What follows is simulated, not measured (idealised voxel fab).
The process module that follows is named voxel gate over fins.
This is section cut - it's 195 nm across, gridded in 5 nm square cells.
A cross-section is a grid of square cells, given in bands from the top down. A band is one or more rows of cells.
What a band's entry tells you: where the top is and where the bottom is, as heights in nm, and after that what lies inside, material by material from left to right, each with its width in nm. Empty space is written as the word "empty", and a single material marked with the word "everywhere" occupies the band from edge to edge.
We count height from 0. Below that, the starting wafer is all one material. The lowest band never ends at the bottom but goes on down; see "0 -> down" for how that is written.
A width given as "30 to 40" starts at the first number in the band's top row and ends at the second number in its bottom row, shifting by an equal amount at every step from row to row.
Step marked "all unchanged"? Then no cell in the cross-section changed in it.
In the "Unvented internal voids" entry, you get each enclosed empty space of 8 cells or more, one with no open way to the top, written width x height at distance, distance from the left edge, in nm.
Anything after a step's settings on that line? It's the simulator's own note about the step.
When a step includes a mask, the "overlay nm" setting on its line states how far to the right of its planned place that mask lay, and negative values state how far to the left.
## The steps planned for the process are as follows
1 RECEIVE, material Si
2 CONFORMAL_DEP, material SiN, thk nm 5
3 DIRECTIONAL_DEP, material aC, thk nm 10
4 PATTERN, tone cover, mask id FINS, material resist, width nm 15, pitch nm 40, thk nm 25, overlay nm 0
5 DIRECTIONAL_ETCH, etch materials aC, depth nm 10
6 STRIP, etch materials resist
7 DIRECTIONAL_ETCH, etch materials SiN, depth nm 5
8 DIRECTIONAL_ETCH, etch materials Si, depth nm 40
9 STRIP, etch materials aC
10 OXIDIZE, depth nm 5
11 FILL_DEP, material SiO2, thk nm 15
12 CMP, height nm 5
13 SELECTIVE_ETCH, etch materials SiO2, depth nm 15
14 STRIP, etch materials SiN
15 CONFORMAL_DEP, material HfO2, thk nm 5
16 CONFORMAL_DEP, material TiN, thk nm 5
17 CONFORMAL_DEP, material TiAl, thk nm 5
18 CONFORMAL_DEP, material TiN, thk nm 5
19 FILL_DEP, material W, thk nm 10
20 CMP, height nm 25
21 CONFORMAL_DEP, material SiN, thk nm 10
## Cross-section of the incoming wafer, state after step 1
    0 -> down: Si everywhere
    Unvented internal voids: none
## Run as planned - first of the two wafers cross-sectioned at the end of the module
    35 -> 25: SiN everywhere
    25 -> 20: W everywhere
    20 -> 15: W=55; TiN=85; W=55
    15 -> 10: W=55; TiN=5; TiAl=35; TiN=5; TiAl=35; TiN=5; W=55
    10 -> 5: TiN=60; TiAl=5; TiN=25; TiAl=5; TiN=5; TiAl=5; TiN=25; TiAl=5; TiN=60
    5 -> 0: TiAl=65; TiN=5; HfO2=15; TiN=5; TiAl=15; TiN=5; HfO2=15; TiN=5; TiAl=65
    0 -> -5: TiN=70; HfO2=5; Si=5; HfO2=5; TiN=25; HfO2=5; Si=5; HfO2=5; TiN=70
    -5 -> -10: HfO2=75; Si=5; HfO2=35; Si=5; HfO2=75
    -10 -> -45: SiO2=75; Si=5; SiO2=35; Si=5; SiO2=75
    -45 -> down: Si everywhere
    Unvented internal voids: none
## End of module, second wafer, cross-section. Started like the first, planned like the first, run with one mistake
    35 -> 25: SiN everywhere
    25 -> 20: W everywhere
    20 -> 15: TiN everywhere
    15 -> 10: TiAl everywhere
    10 -> 5: TiN=75; TiAl=5; TiN=35; TiAl=5; TiN=75
    5 -> 0: HfO2=70; TiN=5; TiAl=5; TiN=5; HfO2=25; TiN=5; TiAl=5; TiN=5; HfO2=70
    0 -> -5: Si=65; HfO2=5; TiN=15; HfO2=5; Si=15; HfO2=5; TiN=15; HfO2=5; Si=65
    -5 -> -10: Si=65; HfO2=25; Si=15; HfO2=25; Si=65
    -10 -> -45: Si=65; SiO2=25; Si=15; SiO2=25; Si=65
    -45 -> down: Si everywhere
    Unvented internal voids: none
Which mistake was made when the wafer was run? planned and actual differ for step 4; actual: PATTERN, tone open, mask id FINS, material resist, width nm 15, pitch nm 40, thk nm 25, overlay nm 0
In the final state, the cell counts of the second wafer exceed or fall short of those of the first for the following materials: Si: 243 more, SiO2: 189 fewer, TiAl: 4 fewer, TiN: 6 fewer, W: 44 fewer
